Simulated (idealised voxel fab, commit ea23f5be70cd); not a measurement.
A process module follows: voxel wiring stack.
This is section cut - it's 195 nm across, gridded in 5 nm square cells.
In this document a cross-section is written as a grid of square cells. It is given as a series of bands, listed from the top down, and a band is one or more rows of cells. Read a band's entry like this: the first values are the height of its top and the height of its bottom in nm, and what follows is the sequence of materials from left to right, each with its width in nm. Note that "air" is empty space, and that a single material marked "edge to edge" reaches across the band from edge to edge. All heights in this document are referenced to 0, defined as the level beneath which the wafer, as received, consists entirely of one material. The lowest band is not bounded below; it extends indefinitely downward and is written in the form "0 and below". When a width is written as two numbers, as in "30..40", the first number is the width in the top row of cells of the band and the second is the width in its bottom row, and the width changes by the same amount from each row to the next. When a step is marked "no alterations made", none of the cells in the cross-section changed during that step. Voids not open to the top, 8 cells minimum: see "Non-vented voids". Written width x height at distance; distance is from the left edge; nm. If you see something after the settings on a step's line, that's the simulator's own remark about that step. "overlay nm", when on a step's line for a step with a mask, measures how far to the right of its planned place the mask lay; a negative measure means to the left.

[Process steps (planned)]
1,RECEIVE (material Si)
2,CONFORMAL_DEP (material SiO2; thk nm 15)
3,DIRECTIONAL_DEP (material TiN; thk nm 5)
4,DIRECTIONAL_DEP (material Ru; thk nm 25)
5,PATTERN (tone cover; mask id METAL_1; material resist; width nm 30; pitch nm 45; thk nm 20; overlay nm 0)
6,DIRECTIONAL_ETCH (etch materials Ru; depth nm 25)
7,DIRECTIONAL_ETCH (etch materials TiN; depth nm 5)
8,STRIP (etch materials resist)
9,CONFORMAL_DEP (material SiN; thk nm 5)
10,FILL_DEP (material lowk; thk nm 10)
11,CMP (height nm 45)
12,CONFORMAL_DEP (material SiCN; thk nm 5)
13,DIRECTIONAL_DEP (material lowk; thk nm 15)
14,PATTERN (tone open; mask id PLUG_1; material resist; width nm 15; pitch nm 90; thk nm 15; overlay nm 0)
15,DIRECTIONAL_ETCH (etch materials lowk; depth nm 15)
16,DIRECTIONAL_ETCH (etch materials SiCN; depth nm 5)
17,STRIP (etch materials resist)
18,CONFORMAL_DEP (material TiN; thk nm 5)
19,FILL_DEP (material Cu; thk nm 10)
20,CMP (height nm 65)
21,CONFORMAL_DEP (material SiCN; thk nm 5)
22,DIRECTIONAL_DEP (material SiO2; thk nm 15)
23,MASKED_ETCH (tone open; mask id METAL_2; width nm 30; pitch nm 45; etch materials SiO2; depth nm 15; overlay nm 0)
24,MASKED_ETCH (tone open; mask id METAL_2; width nm 30; pitch nm 45; etch materials SiCN; depth nm 5; overlay nm 0)
25,CONFORMAL_DEP (material TiN; thk nm 5)
26,FILL_DEP (material W; thk nm 5)
27,CMP (height nm 85)
28,CONFORMAL_DEP (material SiCN; thk nm 5)
29,DIRECTIONAL_DEP (material lowk; thk nm 35)
30,PATTERN (tone open; mask id METAL_3; material resist; width nm 30; pitch nm 45; thk nm 15; overlay nm 0)
31,DIRECTIONAL_ETCH (etch materials lowk; depth nm 20)
32,STRIP (etch materials resist)
33,PATTERN (tone open; mask id METAL_3_HOLES; material resist; width nm 15; pitch nm 90; thk nm 20; overlay nm 0)
34,DIRECTIONAL_ETCH (etch materials lowk; depth nm 15)
35,DIRECTIONAL_ETCH (etch materials SiCN; depth nm 5)
36,STRIP (etch materials resist)
37,CONFORMAL_DEP (material TiN; thk nm 5)
38,FILL_DEP (material Cu; thk nm 10)
39,CMP (height nm 125)
40,CONFORMAL_DEP (material SiCN; thk nm 5)

[Cross-section, incoming material, after step 1]
- 0 and below  Si edge to edge
- Non-vented voids: none

[Here's the cross-section of the first of our two wafers at the end of the module - it ran as planned]
- 130 down to 125  SiCN edge to edge
- 125 down to 110  lowk: 35  TiN: 5  Cu: 20  TiN: 5  lowk: 15  TiN: 5  Cu: 20  TiN: 5  lowk: 15  TiN: 5  Cu: 20  TiN: 5  lowk: 40
- 110 down to 105  lowk: 35  TiN: 5  Cu: 5  TiN: 20  lowk: 15  TiN: 30  lowk: 15  TiN: 5  Cu: 5  TiN: 20  lowk: 40
- 105 down to 90  lowk: 35  TiN: 5  Cu: 5  TiN: 5  lowk: 75  TiN: 5  Cu: 5  TiN: 5  lowk: 55
- 90 down to 85  SiCN: 35  TiN: 15  SiCN: 75  TiN: 15  SiCN: 55
- 85 down to 70  SiO2: 35  TiN: 5  W: 20  TiN: 5  SiO2: 15  TiN: 5  W: 20  TiN: 5  SiO2: 15  TiN: 5  W: 20  TiN: 5  SiO2: 40
- 70 down to 65  SiCN: 35  TiN: 30  SiCN: 15  TiN: 30  SiCN: 15  TiN: 30  SiCN: 40
- 65 down to 50  lowk: 35  TiN: 5  Cu: 5  TiN: 5  lowk: 75  TiN: 5  Cu: 5  TiN: 5  lowk: 55
- 50 down to 45  SiCN: 35  TiN: 15  SiCN: 75  TiN: 15  SiCN: 55
- 45 down to 20  lowk: 30  SiN: 5  Ru: 30  SiN: 5  lowk: 5  SiN: 5  Ru: 30  SiN: 5  lowk: 5  SiN: 5  Ru: 30  SiN: 5  lowk: 35
- 20 down to 15  SiN: 35  TiN: 30  SiN: 15  TiN: 30  SiN: 15  TiN: 30  SiN: 40
- 15 down to 0  SiO2 edge to edge
- 0 and below  Si edge to edge
- Non-vented voids: none

[The second wafer, shown in cross-section after the module: started the same way as the first and given the same plan, yet one mistake crept into how it was run]
- 130 down to 125  SiCN edge to edge
- 125 down to 110  lowk: 35  TiN: 5  Cu: 20  TiN: 5  lowk: 15  TiN: 5  Cu: 20  TiN: 5  lowk: 15  TiN: 5  Cu: 20  TiN: 5  lowk: 40
- 110 down to 105  lowk: 35  TiN: 5  Cu: 5  TiN: 20  lowk: 15  TiN: 30  lowk: 15  TiN: 5  Cu: 5  TiN: 20  lowk: 40
- 105 down to 90  lowk: 35  TiN: 5  Cu: 5  TiN: 5  lowk: 75  TiN: 5  Cu: 5  TiN: 5  lowk: 55
- 90 down to 85  SiCN: 35  TiN: 15  SiCN: 75  TiN: 15  SiCN: 55
- 85 down to 80  SiCN: 35  TiN: 30  SiCN: 15  TiN: 30  SiCN: 15  TiN: 30  SiCN: 40
- 80 down to 70  Cu edge to edge
- 70 down to 65  TiN: 40  Cu: 5  TiN: 85  Cu: 5  TiN: 60
- 65 down to 50  lowk: 35  TiN: 5  Cu: 5  TiN: 5  lowk: 75  TiN: 5  Cu: 5  TiN: 5  lowk: 55
- 50 down to 45  SiCN: 35  TiN: 15  SiCN: 75  TiN: 15  SiCN: 55
- 45 down to 20  lowk: 30  SiN: 5  Ru: 30  SiN: 5  lowk: 5  SiN: 5  Ru: 30  SiN: 5  lowk: 5  SiN: 5  Ru: 30  SiN: 5  lowk: 35
- 20 down to 15  SiN: 35  TiN: 30  SiN: 15  TiN: 30  SiN: 15  TiN: 30  SiN: 40
- 15 down to 0  SiO2 edge to edge
- 0 and below  Si edge to edge
- Non-vented voids: none
The plan and the run diverged here: step 20 was dropped from the plan's execution and never run
Wrapping up, a cell-based count of both wafers puts the second over or under the first for these materials: +80 Cu, -63 SiO2, +19 TiN, -36 W
